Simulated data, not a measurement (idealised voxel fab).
process module | voxel self aligned vias
cross-section cut | 160 nm wide | cells 5 nm
A cross-section is a grid of square cells, given in bands from the top down. A band is one or more rows of cells.
Each band's line starts with the height of the band's top and of its bottom, in nm. Then come its materials from left to right, each with its width in nm. One material with "throughout" fills the band from edge to edge. "air" is empty space.
Height 0 is the level under which the wafer as received is all one material. The lowest band goes on downwards, as in "0 down".
A width such as "30 to 40" changes by the same amount from each row of cells to the next, from the band's top row to its bottom row.
"no change" after a step means that no cell of the cross-section changed.
closed voids: empty space of 8 cells or more with no open way to the top, each as width x height at its distance from the left edge, in nm
after a step's settings: what the simulator itself notes on the step
overlay nm, on a step with a mask: how far to the right of its planned place the mask lay; to the left if negative
plan
1 op RECEIVE | material Si
2 op CONFORMAL_DEP | material SiO2 | thk nm 10
3 op CONFORMAL_DEP | material SiCN | thk nm 5
4 op DIRECTIONAL_DEP | material lowk | thk nm 25
5 op DIRECTIONAL_DEP | material aC | thk nm 15
6 op PATTERN | tone open | mask id LINES | material resist | width nm 25 | pitch nm 55 | thk nm 30 | overlay nm 0
7 op DIRECTIONAL_ETCH | etch materials aC | depth nm 15
8 op STRIP | etch materials resist
9 op DIRECTIONAL_ETCH | etch materials lowk | depth nm 25
10 op STRIP | etch materials aC
11 op CONFORMAL_DEP | material TiN | thk nm 5
12 op FILL_DEP | material Ru | thk nm 5
13 op CMP | height nm 40
14 op SELECTIVE_ETCH | etch materials W Ru TiN | depth nm 5
15 op FILL_DEP | material SiN | thk nm 10
16 op CMP | height nm 40
17 op DIRECTIONAL_DEP | material lowk | thk nm 15
18 op PATTERN | tone open | mask id VIAS | material resist | width nm 35 | pitch nm 55 | thk nm 15 | overlay nm 0
19 op DIRECTIONAL_ETCH | etch materials lowk | depth nm 15
20 op DIRECTIONAL_ETCH | etch materials SiN | depth nm 5
21 op STRIP | etch materials resist
22 op CONFORMAL_DEP | material TiN | thk nm 5
23 op FILL_DEP | material W | thk nm 10
24 op CMP | height nm 55
25 op CONFORMAL_DEP | material SiN | thk nm 5
as received, after step 1
  0 down: Si throughout
  closed voids: none
first wafer at the end, as planned
  60 to 55: SiN throughout
  55 to 45: lowk 35 | TiN 5 | W 25 | TiN 5 | lowk 20 | TiN 5 | W 25 | TiN 5 | lowk 35
  45 to 40: lowk 35 | TiN 10 | W 15 | TiN 10 | lowk 20 | TiN 10 | W 15 | TiN 10 | lowk 35
  40 to 35: lowk 40 | TiN 25 | lowk 30 | TiN 25 | lowk 40
  35 to 20: lowk 40 | TiN 5 | Ru 15 | TiN 5 | lowk 30 | TiN 5 | Ru 15 | TiN 5 | lowk 40
  20 to 15: lowk 40 | TiN 25 | lowk 30 | TiN 25 | lowk 40
  15 to 10: SiCN throughout
  10 to 0: SiO2 throughout
  0 down: Si throughout
  closed voids: none
second wafer at the end: like start, like plan, one mistake
  60 to 55: SiN throughout
  55 to 45: lowk 35 | TiN 5 | W 25 | TiN 5 | lowk 20 | TiN 5 | W 25 | TiN 5 | lowk 35
  45 to 40: lowk 35 | TiN 35 | lowk 20 | TiN 35 | lowk 35
  40 to 35: SiCN throughout
  35 to 10: lowk throughout
  10 to 0: SiO2 throughout
  0 down: Si throughout
  closed voids: none
what went wrong: steps 3 and 4 were swapped
at the end the second wafer has, in cells: 18 fewer of Ru | 26 fewer of TiN | 6 fewer of W | 50 more of lowk
